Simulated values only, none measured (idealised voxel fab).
Module name: voxel self aligned contacts (process module)
In the cross-section labelled cut, the width is 170 nm and each square cell is 5 nm.
Cross-section = grid of square cells, listed top down in bands; band = one or more rows. Read a band's entry like this: the first values are the height of its top and the height of its bottom in nm, and what follows is the sequence of materials from left to right, each with its width in nm. Note that "air" is empty space, and that a single material marked "full width" reaches across the band from edge to edge. The level at which height equals 0 is the one under which the wafer, as it arrives, is entirely one material. No lower edge exists for the bottom band, which continues downward and is notated as in "0 and below". Quick explanation for "30..40": the width changes in equal steps down the rows of cells, from the first number in the band's top row to the second number in its bottom row. Key: "nothing altered" - step with no changed cell in the cross-section. For the entry "Sealed voids", the listed items are empty spaces with no open way to the top whose size is 8 cells or more; each item follows the pattern width x height at distance, where distance is from the left edge and all three are in nm. If you see something after the settings on a step's line, that's the simulator's own remark about that step. "overlay nm" on a masked step: distance the mask lay right of its planned place, negative for left.

## This section lists the process steps that were planned
step 1: RECEIVE: material Si
step 2: OXIDIZE: depth nm 5
step 3: DIRECTIONAL_DEP: material polySi, thk nm 25
step 4: DIRECTIONAL_DEP: material SiN, thk nm 20
step 5: DIRECTIONAL_DEP: material aC, thk nm 10
step 6: PATTERN: tone cover, mask id GATE, material resist, width nm 30, pitch nm 65, thk nm 30, overlay nm 0
step 7: DIRECTIONAL_ETCH: etch materials aC, depth nm 10
step 8: STRIP: etch materials resist
step 9: DIRECTIONAL_ETCH: etch materials SiN, depth nm 20
step 10: DIRECTIONAL_ETCH: etch materials polySi, depth nm 25
step 11: STRIP: etch materials aC
step 12: CONFORMAL_DEP: material SiN, thk nm 10
step 13: DIRECTIONAL_ETCH: etch materials SiN, depth nm 10
step 14: FILL_DEP: material SiO2, thk nm 20
step 15: CMP: height nm 55
step 16: DIRECTIONAL_DEP: material aC, thk nm 10
step 17: PATTERN: tone open, mask id CONTACT, material resist, width nm 45, thk nm 25, overlay nm 0
step 18: DIRECTIONAL_ETCH: etch materials aC, depth nm 10
step 19: STRIP: etch materials resist
step 20: DIRECTIONAL_ETCH: etch materials SiO2, depth nm 60
step 21: STRIP: etch materials aC
step 22: CONFORMAL_DEP: material TiN, thk nm 5
step 23: FILL_DEP: material Ru, thk nm 10
step 24: CMP: height nm 55
step 25: CONFORMAL_DEP: material SiCN, thk nm 5

## Wafer as received: cross-section following step 1
> 0 and below | Si full width
> Sealed voids: none

## As-planned run: cross-section of the first of two wafers at end of module
> 60 down to 55 | SiCN full width
> 55 down to 45 | 60 SiO2; 5..20 TiN; 35..5 Ru; 5..20 TiN; 65 SiO2
> 45 down to 25 | 25 SiO2; 50 SiN; 5 TiN; 5 Ru; 5 TiN; 50 SiN; 30 SiO2
> 25 down to 0 | 25 SiO2; 10 SiN; 30 polySi; 10 SiN; 5 TiN; 5 Ru; 5 TiN; 10 SiN; 30 polySi; 10 SiN; 30 SiO2
> 0 down to -5 | 75 SiO2; 15 TiN; 80 SiO2
> -5 and below | Si full width
> Sealed voids: none

## Second wafer of the two, sectioned at the end of the module. It began like the first and followed the same plan, but one mistake was made while running it
> 60 down to 55 | SiCN full width
> 55 down to 45 | 60 SiO2; 5..20 TiN; 35..5 Ru; 5..20 TiN; 65 SiO2
> 45 down to 25 | 25 SiO2; 50 SiN; 5 TiN; 5 Ru; 5 TiN; 50 SiN; 30 SiO2
> 25 down to 5 | 25 SiO2; 10 SiN; 30 polySi; 10 SiN; 5 TiN; 5 Ru; 5 TiN; 10 SiN; 30 polySi; 10 SiN; 30 SiO2
> 5 down to 0 | 25 SiO2; 10 SiN; 30 polySi; 10 SiN; 15 TiN; 10 SiN; 30 polySi; 10 SiN; 30 SiO2
> 0 and below | Si full width
> Sealed voids: none
The plan and the run diverged here: step 2 in the plan did not get run; it was skipped
at the end the second wafer has, in cells: Ru -1; Si +34; SiO2 -31; TiN -2
